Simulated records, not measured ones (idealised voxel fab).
Presented below is a process module, voxel plated lines.
Cross-section cut: width 160 nm, square cells of 5 nm.
A cross-section is a grid of square cells, given in bands from the top down. A band is one or more rows of cells. Per band: top height and bottom height in nm, followed by the left-to-right materials and their widths in nm; "throughout" marks a single material spanning edge to edge, "air" marks empty space. A quick word on heights: they are counted from 0, and under that level the wafer as it came to us is one material throughout. The lowest band is different from the rest in having no bottom; it simply continues downward, written as in "top 0, no bottom". Read "30 to 40" as a graded width: first number on top, second number at the bottom, same change between each pair of neighbouring rows. No cell of the cross-section changed in a step that is given as "everything unchanged". In "Non-vented voids" the enclosed voids are listed, meaning empty spaces of 8 cells or larger without any opening to the top. The form is width x height at distance, distance from the left edge, units nm. Note: text after step settings on the step line = simulator remark on that step. overlay nm: how far to the right of its planned place the mask lay on this masked step (negative: to the left). The remainder of this document consists of a sequence of paired cross-sections. Each pair presents the cross-section prior to one process step together with the cross-section following it, the latter being rendered only as deep as the lowest band that underwent change. The intervening step, together with its settings, is stated beneath each pair. Because the pairs may originate from different runs of this module on the same starting wafer, a given pair is to be read as continuing from the preceding pair only where its entry headed "Before processing step" so indicates.
BEFORE PROCESSING STEP
    top 0, no bottom = Si throughout
    Non-vented voids: none
POST-STEP SNAPSHOT
    top 5, bottom 0 = SiO2 throughout
    For the remainder of the cross-section, below 0, there is no change.
    Non-vented voids: none
Transition step, before and after shown above: CONFORMAL_DEP: material SiO2, thk nm 5
Before processing step: the wafer arrives at this step looking as the after cross-section in the pair just above shows it.
POST-STEP SNAPSHOT
    top 10, bottom 5 = TiN throughout
    For the remainder of the cross-section, below 5, there is no change.
    Non-vented voids: none
Transition step, before and after shown above: DIRECTIONAL_DEP: material TiN, thk nm 5
Before processing step: the wafer arrives at this step looking as the after cross-section in the pair just above shows it.
POST-STEP SNAPSHOT
    top 35, bottom 10 = 55 nm resist / 15 nm air / 15 nm resist / 15 nm air / 60 nm resist
    For the remainder of the cross-section, below 10, there is no change.
    Non-vented voids: none
Transition step, before and after shown above: PATTERN: tone open, mask id LINES, material resist, width nm 15, pitch nm 30, thk nm 25, overlay nm 0
Before processing step: the wafer arrives at this step looking as the after cross-section in the pair just above shows it.
POST-STEP SNAPSHOT
    top 35, bottom 15 = 55 nm resist / 15 nm air / 15 nm resist / 15 nm air / 60 nm resist
    top 15, bottom 10 = 55 nm resist / 15 nm Ru / 15 nm resist / 15 nm Ru / 60 nm resist
    For the remainder of the cross-section, below 10, there is no change.
    Non-vented voids: none
Transition step, before and after shown above: EPI: material Ru, thk nm 5
Before processing step: the wafer arrives at this step looking as the after cross-section in the pair just above shows it.
POST-STEP SNAPSHOT
    top 35, bottom 20 = 55 nm resist / 15 nm air / 15 nm resist / 15 nm air / 60 nm resist
    top 20, bottom 10 = 55 nm resist / 15 nm Ru / 15 nm resist / 15 nm Ru / 60 nm resist
    For the remainder of the cross-section, below 10, there is no change.
    Non-vented voids: none
Transition step, before and after shown above: EPI: material Ru, thk nm 5
Before processing step: the wafer arrives at this step looking as the after cross-section in the pair just above shows it.
POST-STEP SNAPSHOT
    top 20, bottom 10 = 55 nm air / 15 nm Ru / 15 nm air / 15 nm Ru / 60 nm air
    For the remainder of the cross-section, below 10, there is no change.
    Non-vented voids: none
Transition step, before and after shown above: STRIP: etch materials resist
Before processing step: the wafer arrives at this step looking as the after cross-section in the pair just above shows it.
POST-STEP SNAPSHOT
    top 20, bottom 10 = 55 nm air / 15 nm Ru / 15 nm air / 15 nm Ru / 60 nm air
    top 10, bottom 5 = 55 nm air / 15 nm TiN / 15 nm air / 15 nm TiN / 60 nm air
    For the remainder of the cross-section, below 5, there is no change.
    Non-vented voids: none
Transition step, before and after shown above: DIRECTIONAL_ETCH: etch materials TiN, depth nm 5
Before processing step: the wafer arrives at this step looking as the after cross-section in the pair just above shows it.
POST-STEP SNAPSHOT
    top 25, bottom 20 = 50 nm air / 25 nm SiO2 / 5 nm air / 25 nm SiO2 / 55 nm air
    top 20, bottom 10 = 50 nm air / 5 nm SiO2 / 15 nm Ru / 5 nm SiO2 / 5 nm air / 5 nm SiO2 / 15 nm Ru / 5 nm SiO2 / 55 nm air
    top 10, bottom 5 = 55 nm SiO2 / 15 nm TiN / 15 nm SiO2 / 15 nm TiN / 60 nm SiO2
    For the remainder of the cross-section, below 5, there is no change.
    Non-vented voids: none
Transition step, before and after shown above: CONFORMAL_DEP: material SiO2, thk nm 5
BEFORE PROCESSING STEP
    top 0, no bottom = Si throughout
    Non-vented voids: none
POST-STEP SNAPSHOT
    top 5, bottom 0 = TiN throughout
    For the remainder of the cross-section, below 0, there is no change.
    Non-vented voids: none
Transition step, before and after shown above: DIRECTIONAL_DEP: material TiN, thk nm 5
Before processing step: the wafer arrives at this step looking as the after cross-section in the pair just above shows it.
POST-STEP SNAPSHOT
    top 30, bottom 5 = 55 nm resist / 15 nm air / 15 nm resist / 15 nm air / 60 nm resist
    For the remainder of the cross-section, below 5, there is no change.
    Non-vented voids: none
Transition step, before and after shown above: PATTERN: tone open, mask id LINES, material resist, width nm 15, pitch nm 30, thk nm 25, overlay nm 0
Before processing step: the wafer arrives at this step looking as the after cross-section in the pair just above shows it.
POST-STEP SNAPSHOT
    top 30, bottom 10 = 55 nm resist / 15 nm air / 15 nm resist / 15 nm air / 60 nm resist
    top 10, bottom 5 = 55 nm resist / 15 nm Ru / 15 nm resist / 15 nm Ru / 60 nm resist
    For the remainder of the cross-section, below 5, there is no change.
    Non-vented voids: none
Transition step, before and after shown above: EPI: material Ru, thk nm 5
Before processing step: the wafer arrives at this step looking as the after cross-section in the pair just above shows it.
POST-STEP SNAPSHOT
    top 30, bottom 15 = 55 nm resist / 15 nm air / 15 nm resist / 15 nm air / 60 nm resist
    top 15, bottom 5 = 55 nm resist / 15 nm Ru / 15 nm resist / 15 nm Ru / 60 nm resist
    For the remainder of the cross-section, below 5, there is no change.
    Non-vented voids: none
Transition step, before and after shown above: EPI: material Ru, thk nm 5
Before processing step: the wafer arrives at this step looking as the after cross-section in the pair just above shows it.
POST-STEP SNAPSHOT
    top 15, bottom 5 = 55 nm air / 15 nm Ru / 15 nm air / 15 nm Ru / 60 nm air
    For the remainder of the cross-section, below 5, there is no change.
    Non-vented voids: none
Transition step, before and after shown above: STRIP: etch materials resist
Before processing step: the wafer arrives at this step looking as the after cross-section in the pair just above shows it.
POST-STEP SNAPSHOT
    top 15, bottom 5 = 55 nm air / 15 nm Ru / 15 nm air / 15 nm Ru / 60 nm air
    top 5, bottom 0 = 55 nm air / 15 nm TiN / 15 nm air / 15 nm TiN / 60 nm air
    For the remainder of the cross-section, below 0, there is no change.
    Non-vented voids: none
Transition step, before and after shown above: DIRECTIONAL_ETCH: etch materials TiN, depth nm 5
Before processing step: the wafer arrives at this step looking as the after cross-section in the pair just above shows it.
POST-STEP SNAPSHOT
    top 20, bottom 15 = 50 nm air / 25 nm SiO2 / 5 nm air / 25 nm SiO2 / 55 nm air
    top 15, bottom 5 = 50 nm air / 5 nm SiO2 / 15 nm Ru / 5 nm SiO2 / 5 nm air / 5 nm SiO2 / 15 nm Ru / 5 nm SiO2 / 55 nm air
    top 5, bottom 0 = 55 nm SiO2 / 15 nm TiN / 15 nm SiO2 / 15 nm TiN / 60 nm SiO2
    For the remainder of the cross-section, below 0, there is no change.
    Non-vented voids: none
Transition step, before and after shown above: CONFORMAL_DEP: material SiO2, thk nm 5
BEFORE PROCESSING STEP
    top 5, bottom 0 = TiN throughout
    top 0, no bottom = Si throughout
    Non-vented voids: none
POST-STEP SNAPSHOT
    top 10, bottom 5 = SiO2 throughout
    For the remainder of the cross-section, below 5, there is no change.
    Non-vented voids: none
Transition step, before and after shown above: CONFORMAL_DEP: material SiO2, thk nm 5
Before processing step: the wafer arrives at this step looking as the after cross-section in the pair just above shows it.
POST-STEP SNAPSHOT
    top 35, bottom 10 = 55 nm resist / 15 nm air / 15 nm resist / 15 nm air / 60 nm resist
    For the remainder of the cross-section, below 10, there is no change.
    Non-vented voids: none
Transition step, before and after shown above: PATTERN: tone open, mask id LINES, material resist, width nm 15, pitch nm 30, thk nm 25, overlay nm 0
Before processing step: the wafer arrives at this step looking as the after cross-section in the pair just above shows it.
POST-STEP SNAPSHOT
    top 10, bottom 5 = SiO2 throughout
    For the remainder of the cross-section, below 5, there is no change.
    Non-vented voids: none
Transition step, before and after shown above: STRIP: etch materials resist
Before processing step: the wafer arrives at this step looking as the after cross-section in the pair just above shows it.
POST-STEP SNAPSHOT
    top 15, bottom 5 = SiO2 throughout
    For the remainder of the cross-section, below 5, there is no change.
    Non-vented voids: none
Transition step, before and after shown above: CONFORMAL_DEP: material SiO2, thk nm 5
BEFORE PROCESSING STEP
    top 20, bottom 10 = 55 nm air / 15 nm Ru / 15 nm air / 15 nm Ru / 60 nm air
    top 10, bottom 5 = 55 nm air / 15 nm TiN / 15 nm air / 15 nm TiN / 60 nm air
    top 5, bottom 0 = SiO2 throughout
    top 0, no bottom = Si throughout
    Non-vented voids: none
POST-STEP SNAPSHOT
    top 35, bottom 20 = 40 nm air / 75 nm SiO2 / 45 nm air
    top 20, bottom 10 = 55 nm SiO2 / 15 nm Ru / 15 nm SiO2 / 15 nm Ru / 60 nm SiO2
    top 10, bottom 5 = 55 nm SiO2 / 15 nm TiN / 15 nm SiO2 / 15 nm TiN / 60 nm SiO2
    For the remainder of the cross-section, below 5, there is no change.
    Non-vented voids: none
Transition step, before and after shown above: CONFORMAL_DEP: material SiO2, thk nm 15
BEFORE PROCESSING STEP
    top 10, bottom 5 = TiN throughout
    top 5, bottom 0 = SiO2 throughout
    top 0, no bottom = Si throughout
    Non-vented voids: none
POST-STEP SNAPSHOT
    top 35, bottom 10 = 45 nm resist / 15 nm air / 15 nm resist / 15 nm air / 70 nm resist
    For the remainder of the cross-section, below 10, there is no change.
    Non-vented voids: none
Transition step, before and after shown above: PATTERN: tone open, mask id LINES, material resist, width nm 15, pitch nm 30, thk nm 25, overlay nm -10
Before processing step: the wafer arrives at this step looking as the after cross-section in the pair just above shows it.
POST-STEP SNAPSHOT
    top 35, bottom 15 = 45 nm resist / 15 nm air / 15 nm resist / 15 nm air / 70 nm resist
    top 15, bottom 10 = 45 nm resist / 15 nm Ru / 15 nm resist / 15 nm Ru / 70 nm resist
    For the remainder of the cross-section, below 10, there is no change.
    Non-vented voids: none
Transition step, before and after shown above: EPI: material Ru, thk nm 5
Before processing step: the wafer arrives at this step looking as the after cross-section in the pair just above shows it.
POST-STEP SNAPSHOT
    top 35, bottom 20 = 45 nm resist / 15 nm air / 15 nm resist / 15 nm air / 70 nm resist
    top 20, bottom 10 = 45 nm resist / 15 nm Ru / 15 nm resist / 15 nm Ru / 70 nm resist
    For the remainder of the cross-section, below 10, there is no change.
    Non-vented voids: none
Transition step, before and after shown above: EPI: material Ru, thk nm 5
Before processing step: the wafer arrives at this step looking as the after cross-section in the pair just above shows it.
POST-STEP SNAPSHOT
    top 20, bottom 10 = 45 nm air / 15 nm Ru / 15 nm air / 15 nm Ru / 70 nm air
    For the remainder of the cross-section, below 10, there is no change.
    Non-vented voids: none
Transition step, before and after shown above: STRIP: etch materials resist
Before processing step: the wafer arrives at this step looking as the after cross-section in the pair just above shows it.
POST-STEP SNAPSHOT
    top 20, bottom 10 = 45 nm air / 15 nm Ru / 15 nm air / 15 nm Ru / 70 nm air
    top 10, bottom 5 = 45 nm air / 15 nm TiN / 15 nm air / 15 nm TiN / 70 nm air
    For the remainder of the cross-section, below 5, there is no change.
    Non-vented voids: none
Transition step, before and after shown above: DIRECTIONAL_ETCH: etch materials TiN, depth nm 5
Before processing step: the wafer arrives at this step looking as the after cross-section in the pair just above shows it.
POST-STEP SNAPSHOT
    top 25, bottom 20 = 40 nm air / 25 nm SiO2 / 5 nm air / 25 nm SiO2 / 65 nm air
    top 20, bottom 10 = 40 nm air / 5 nm SiO2 / 15 nm Ru / 5 nm SiO2 / 5 nm air / 5 nm SiO2 / 15 nm Ru / 5 nm SiO2 / 65 nm air
    top 10, bottom 5 = 45 nm SiO2 / 15 nm TiN / 15 nm SiO2 / 15 nm TiN / 70 nm SiO2
    For the remainder of the cross-section, below 5, there is no change.
    Non-vented voids: none
Transition step, before and after shown above: CONFORMAL_DEP: material SiO2, thk nm 5
BEFORE PROCESSING STEP
    top 20, bottom 10 = 55 nm air / 15 nm Ru / 15 nm air / 15 nm Ru / 60 nm air
    top 10, bottom 5 = 55 nm air / 15 nm TiN / 15 nm air / 15 nm TiN / 60 nm air
    top 5, bottom 0 = SiO2 throughout
    top 0, no bottom = Si throughout
    Non-vented voids: none
POST-STEP SNAPSHOT
    top 25, bottom 20 = 50 nm air / 25 nm TiN / 5 nm air / 25 nm TiN / 55 nm air
    top 20, bottom 10 = 50 nm air / 5 nm TiN / 15 nm Ru / 5 nm TiN / 5 nm air / 5 nm TiN / 15 nm Ru / 5 nm TiN / 55 nm air
    top 10, bottom 5 = TiN throughout
    For the remainder of the cross-section, below 5, there is no change.
    Non-vented voids: none
Transition step, before and after shown above: CONFORMAL_DEP: material TiN, thk nm 5
BEFORE PROCESSING STEP
    top 10, bottom 5 = TiN throughout
    top 5, bottom 0 = SiO2 throughout
    top 0, no bottom = Si throughout
    Non-vented voids: none
POST-STEP SNAPSHOT
    top 35, bottom 10 = 55 nm air / 15 nm resist / 15 nm air / 15 nm resist / 60 nm air
    For the remainder of the cross-section, below 10, there is no change.
    Non-vented voids: none
Transition step, before and after shown above: PATTERN: tone cover, mask id LINES, material resist, width nm 15, pitch nm 30, thk nm 25, overlay nm 0
Before processing step: the wafer arrives at this step looking as the after cross-section in the pair just above shows it.
POST-STEP SNAPSHOT
    top 35, bottom 15 = 55 nm air / 15 nm resist / 15 nm air / 15 nm resist / 60 nm air
    top 15, bottom 10 = 55 nm Ru / 15 nm resist / 15 nm Ru / 15 nm resist / 60 nm Ru
    For the remainder of the cross-section, below 10, there is no change.
    Non-vented voids: none
Transition step, before and after shown above: EPI: material Ru, thk nm 5
Before processing step: the wafer arrives at this step looking as the after cross-section in the pair just above shows it.
POST-STEP SNAPSHOT
    top 35, bottom 20 = 55 nm air / 15 nm resist / 15 nm air / 15 nm resist / 60 nm air
    top 20, bottom 10 = 55 nm Ru / 15 nm resist / 15 nm Ru / 15 nm resist / 60 nm Ru
    For the remainder of the cross-section, below 10, there is no change.
    Non-vented voids: none
Transition step, before and after shown above: EPI: material Ru, thk nm 5
Before processing step: the wafer arrives at this step looking as the after cross-section in the pair just above shows it.
POST-STEP SNAPSHOT
    top 20, bottom 10 = 55 nm Ru / 15 nm air / 15 nm Ru / 15 nm air / 60 nm Ru
    For the remainder of the cross-section, below 10, there is no change.
    Non-vented voids: none
Transition step, before and after shown above: STRIP: etch materials resist
Before processing step: the wafer arrives at this step looking as the after cross-section in the pair just above shows it.
POST-STEP SNAPSHOT
    top 20, bottom 10 = 55 nm Ru / 15 nm air / 15 nm Ru / 15 nm air / 60 nm Ru
    top 10, bottom 5 = 55 nm TiN / 15 nm air / 15 nm TiN / 15 nm air / 60 nm TiN
    For the remainder of the cross-section, below 5, there is no change.
    Non-vented voids: none
Transition step, before and after shown above: DIRECTIONAL_ETCH: etch materials TiN, depth nm 5
Before processing step: the wafer arrives at this step looking as the after cross-section in the pair just above shows it.
POST-STEP SNAPSHOT
    top 25, bottom 20 = 60 nm SiO2 / 5 nm air / 25 nm SiO2 / 5 nm air / 65 nm SiO2
    top 20, bottom 10 = 55 nm Ru / 5 nm SiO2 / 5 nm air / 5 nm SiO2 / 15 nm Ru / 5 nm SiO2 / 5 nm air / 5 nm SiO2 / 60 nm Ru
    top 10, bottom 5 = 55 nm TiN / 15 nm SiO2 / 15 nm TiN / 15 nm SiO2 / 60 nm TiN
    For the remainder of the cross-section, below 5, there is no change.
    Non-vented voids: none
Transition step, before and after shown above: CONFORMAL_DEP: material SiO2, thk nm 5
